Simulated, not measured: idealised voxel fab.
A process module follows: voxel gate over fins.
For reference, the cross-section in this document is cut, with width 150 nm and square cells of 5 nm.
Notation: cross-section as square-cell grid; stated in bands, top first, going down; one or more cell rows per band.
Read a band's entry like this: the first values are the height of its top and the height of its bottom in nm, and what follows is the sequence of materials from left to right, each with its width in nm. Note that "air" is empty space, and that a single material marked "throughout" reaches across the band from edge to edge.
The level at which height equals 0 is the one under which the wafer, as it arrives, is entirely one material. No lower edge exists for the bottom band, which continues downward and is notated as in "0..down".
The notation "30->40" denotes a width that varies across the rows of cells in the band, beginning at the first number in the top row, finishing at the second number in the bottom row, and changing by an identical amount from each row to the next.
A step reported as "nothing altered" is a step in which no cell of the cross-section changed.
The list in "Trapped void list" covers empty spaces of 8 cells or more that cannot reach the top through any open way, and it gives each as width x height at distance; the distance is from the left edge, and width, height and distance are in nm.
On each step's line, the part that comes after the settings is the simulator's own comment on the step.
If you see "overlay nm" on a step's line and that step has a mask, it's telling you how far right of where it was planned the mask ended up; a negative number means it went left instead.

STEPS IN THE PROCESS PLAN
1: RECEIVE | material Si
2: CONFORMAL_DEP | material SiN | thk nm 5
3: MASKED_ETCH | tone cover | mask id FINS | width nm 15 | pitch nm 60 | etch materials SiN | depth nm 5 | overlay nm 0
4: MASKED_ETCH | tone cover | mask id FINS | width nm 15 | pitch nm 60 | etch materials Si | depth nm 40 | overlay nm 0
5: OXIDIZE | depth nm 5
6: FILL_DEP | material SiO2 | thk nm 5
7: CMP | height nm 5
8: DIRECTIONAL_DEP | material aC | thk nm 15
9: PATTERN | tone open | mask id RAIL | material resist | width nm 15 | thk nm 35 | overlay nm 0
10: DIRECTIONAL_ETCH | etch materials aC | depth nm 15
11: STRIP | etch materials resist
12: DIRECTIONAL_ETCH | etch materials SiO2 | depth nm 40
13: STRIP | etch materials aC
14: CONFORMAL_DEP | material TiN | thk nm 5
15: FILL_DEP | material W | thk nm 10
16: CMP | height nm 5
17: SELECTIVE_ETCH | etch materials W Ru TiN | depth nm 25
18: FILL_DEP | material SiO2 | thk nm 5
19: CMP | height nm 5
20: SELECTIVE_ETCH | etch materials SiO2 | depth nm 20
21: STRIP | etch materials SiN
22: CONFORMAL_DEP | material HfO2 | thk nm 5
23: CONFORMAL_DEP | material TiN | thk nm 5
24: FILL_DEP | material W | thk nm 10
25: CMP | height nm 15
26: CONFORMAL_DEP | material SiCN | thk nm 5

CROSS-SECTION OF THE WAFER UPON ARRIVAL, REPRESENTING THE STATE REACHED AFTER STEP 1
- 0..down | Si throughout
- Trapped void list: none

WHAT THE WAFER LOOKS LIKE IN CROSS-SECTION AFTER THIS MODULE, WHEN IT STARTS AS SHOWN ABOVE AND FOLLOWS THE PLAN ABOVE BUT ONE MISTAKE IS MADE IN RUNNING IT
- 20..15 | SiCN throughout
- 15..10 | W throughout
- 10..5 | W=30, then TiN=25, then W=35, then TiN=25, then W=35
- 5..0 | W=30, then TiN=5, then HfO2=15, then TiN=5, then W=35, then TiN=5, then HfO2=15, then TiN=5, then W=35
- 0..-10 | W=30, then TiN=5, then HfO2=5, then Si=5, then HfO2=5, then TiN=5, then W=35, then TiN=5, then HfO2=5, then Si=5, then HfO2=5, then TiN=5, then W=35
- -10..-15 | W=30, then TiN=5, then HfO2=5, then Si=5, then HfO2=5, then TiN=45, then HfO2=5, then Si=5, then HfO2=5, then TiN=5, then W=35
- -15..-20 | W=30, then TiN=5, then HfO2=5, then Si=5, then HfO2=5, then TiN=10, then HfO2=25, then TiN=10, then HfO2=5, then Si=5, then HfO2=5, then TiN=5, then W=35
- -20..-25 | W=30, then TiN=5, then HfO2=5, then Si=5, then HfO2=5, then TiN=10, then HfO2=5, then TiN=5, then W=5, then TiN=5, then HfO2=5, then TiN=10, then HfO2=5, then Si=5, then HfO2=5, then TiN=5, then W=35
- -25..-30 | TiN=35, then HfO2=5, then Si=5, then HfO2=5, then TiN=10, then HfO2=5, then TiN=5, then W=5, then TiN=5, then HfO2=5, then TiN=10, then HfO2=5, then Si=5, then HfO2=5, then TiN=40
- -30..-35 | HfO2=40, then Si=5, then HfO2=20, then TiN=15, then HfO2=20, then Si=5, then HfO2=45
- -35..-45 | SiO2=40, then Si=5, then SiO2=55, then Si=5, then SiO2=45
- -45..down | Si throughout
- Trapped void list: none
Misprocessing identified: step 20 of the plan was performed twice
